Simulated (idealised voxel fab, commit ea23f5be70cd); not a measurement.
Process module under the name voxel wiring stack
The cross-section shown here is cut; it is 270 nm wide and divided into square cells measuring 5 nm on a side.
Just so we're on the same page, the cross-sections are grids of square cells, and they're listed out in bands top to bottom, each band one or more rows deep.
Heads up on the band format: heights come first, top then bottom, in nm. After that it's the materials left to right, each with its width in nm. A single material flagged "edge to edge" fills the whole band edge to edge, and "air" means there's empty space there.
Heights are reckoned from 0. Under this level, the received wafer is all of one material. The bottommost band is open-ended downward, for example "0 down".
The width entry "30->40" should be interpreted row by row: the top row of cells in the band takes the first number, the bottom row takes the second number, and the change between adjacent rows is uniform throughout.
"no change" means the step left every cell of the cross-section as it was.
This entry, "Completely enclosed voids", enumerates those empty regions of no fewer than 8 cells that possess no open connection to the top. Each region is reported in the form width x height at distance, the distance being taken from the left edge, with all three quantities expressed in nm.
The remark found on a step's line after its settings is issued by the simulator itself and pertains to that step.
For masked steps, "overlay nm" on the step line gives how far right of plan the mask actually lay; a minus sign means it lay to the left.
Steps in the process plan:
1 RECEIVE [material Si]
2 CONFORMAL_DEP [material SiO2] [thk nm 15]
3 DIRECTIONAL_DEP [material TiN] [thk nm 5]
4 DIRECTIONAL_DEP [material Ru] [thk nm 20]
5 MASKED_ETCH [tone cover] [mask id METAL_1] [width nm 25] [pitch nm 45] [etch materials Ru] [depth nm 20] [overlay nm 0]
6 MASKED_ETCH [tone cover] [mask id METAL_1] [width nm 25] [pitch nm 45] [etch materials TiN] [depth nm 5] [overlay nm 0]
7 CONFORMAL_DEP [material SiCN] [thk nm 5]
8 FILL_DEP [material SiO2] [thk nm 10]
9 CMP [height nm 40]
10 CONFORMAL_DEP [material SiCN] [thk nm 5]
11 DIRECTIONAL_DEP [material lowk] [thk nm 30]
12 DIRECTIONAL_DEP [material aC] [thk nm 10]
13 PATTERN [tone open] [mask id METAL_2_HOLES] [material resist] [width nm 15] [pitch nm 45] [thk nm 25] [overlay nm 0]
14 DIRECTIONAL_ETCH [etch materials aC] [depth nm 10]
15 STRIP [etch materials resist]
16 DIRECTIONAL_ETCH [etch materials lowk] [depth nm 30]
17 STRIP [etch materials aC]
18 MASKED_ETCH [tone open] [mask id METAL_2] [width nm 25] [pitch nm 45] [etch materials lowk] [depth nm 15] [overlay nm 0]
19 MASKED_ETCH [tone open] [mask id METAL_2] [width nm 25] [pitch nm 45] [etch materials SiCN] [depth nm 5] [overlay nm 0]
20 CONFORMAL_DEP [material TiN] [thk nm 5]
21 FILL_DEP [material Ru] [thk nm 10]
22 CMP [height nm 75]
23 CONFORMAL_DEP [material SiCN] [thk nm 5]
24 DIRECTIONAL_DEP [material lowk] [thk nm 10]
25 PATTERN [tone open] [mask id PLUG_2] [material resist] [width nm 15] [pitch nm 45] [thk nm 20] [overlay nm 0]
26 DIRECTIONAL_ETCH [etch materials lowk] [depth nm 10]
27 DIRECTIONAL_ETCH [etch materials SiCN] [depth nm 5]
28 STRIP [etch materials resist]
29 EPI [material Ru] [thk nm 10]
30 EPI [material Ru] [thk nm 5]
31 DIRECTIONAL_DEP [material TiN] [thk nm 5]
32 DIRECTIONAL_DEP [material W] [thk nm 25]
33 MASKED_ETCH [tone cover] [mask id METAL_3] [width nm 25] [pitch nm 45] [etch materials W] [depth nm 25] [overlay nm 0]
34 MASKED_ETCH [tone cover] [mask id METAL_3] [width nm 25] [pitch nm 45] [etch materials TiN] [depth nm 5] [overlay nm 0]
35 FILL_DEP [material lowk] [thk nm 10]
36 CMP [height nm 120]
37 CONFORMAL_DEP [material SiCN] [thk nm 5]
Cross-section of the wafer as it came to us, i.e., already through step 1:
  0 down  Si edge to edge
  Completely enclosed voids: none
Wafer cross-section at end of module: start and plan as shown above, one execution error:
  125 to 120  SiCN edge to edge
  120 to 95  lowk: 75, then W: 25, then lowk: 20, then W: 25, then lowk: 20, then W: 25, then lowk: 80
  95 to 90  lowk: 75, then TiN: 25, then lowk: 20, then TiN: 25, then lowk: 20, then TiN: 25, then lowk: 80
  90 to 80  lowk: 75, then Ru: 15, then lowk: 30, then Ru: 15, then lowk: 30, then Ru: 15, then lowk: 90
  80 to 75  SiCN: 75, then Ru: 15, then SiCN: 30, then Ru: 15, then SiCN: 30, then Ru: 15, then SiCN: 90
  75 to 65  Ru: 85, then TiN: 5, then lowk: 10, then TiN: 5, then Ru: 25, then TiN: 5, then lowk: 10, then TiN: 5, then Ru: 25, then TiN: 5, then lowk: 10, then TiN: 5, then Ru: 75
  65 to 60  TiN: 80, then Ru: 5, then TiN: 5, then lowk: 10, then TiN: 25, then Ru: 5, then TiN: 5, then lowk: 10, then TiN: 25, then Ru: 5, then TiN: 5, then lowk: 10, then TiN: 80
  60 to 45  lowk: 75, then TiN: 5, then Ru: 5, then TiN: 5, then lowk: 30, then TiN: 5, then Ru: 5, then TiN: 5, then lowk: 30, then TiN: 5, then Ru: 5, then TiN: 5, then lowk: 90
  45 to 40  SiCN: 75, then TiN: 15, then SiCN: 30, then TiN: 15, then SiCN: 30, then TiN: 15, then SiCN: 90
  40 to 20  SiO2: 70, then SiCN: 5, then Ru: 25, then SiCN: 5, then SiO2: 10, then SiCN: 5, then Ru: 25, then SiCN: 5, then SiO2: 10, then SiCN: 5, then Ru: 25, then SiCN: 5, then SiO2: 75
  20 to 15  SiCN: 75, then TiN: 25, then SiCN: 20, then TiN: 25, then SiCN: 20, then TiN: 25, then SiCN: 80
  15 to 0  SiO2 edge to edge
  0 down  Si edge to edge
  Completely enclosed voids: none
The mistake made against the process plan was this: not per plan at step 18, really ran MASKED_ETCH [tone cover] [mask id METAL_2] [width nm 25] [pitch nm 45] [etch materials lowk] [depth nm 15] [overlay nm 0]
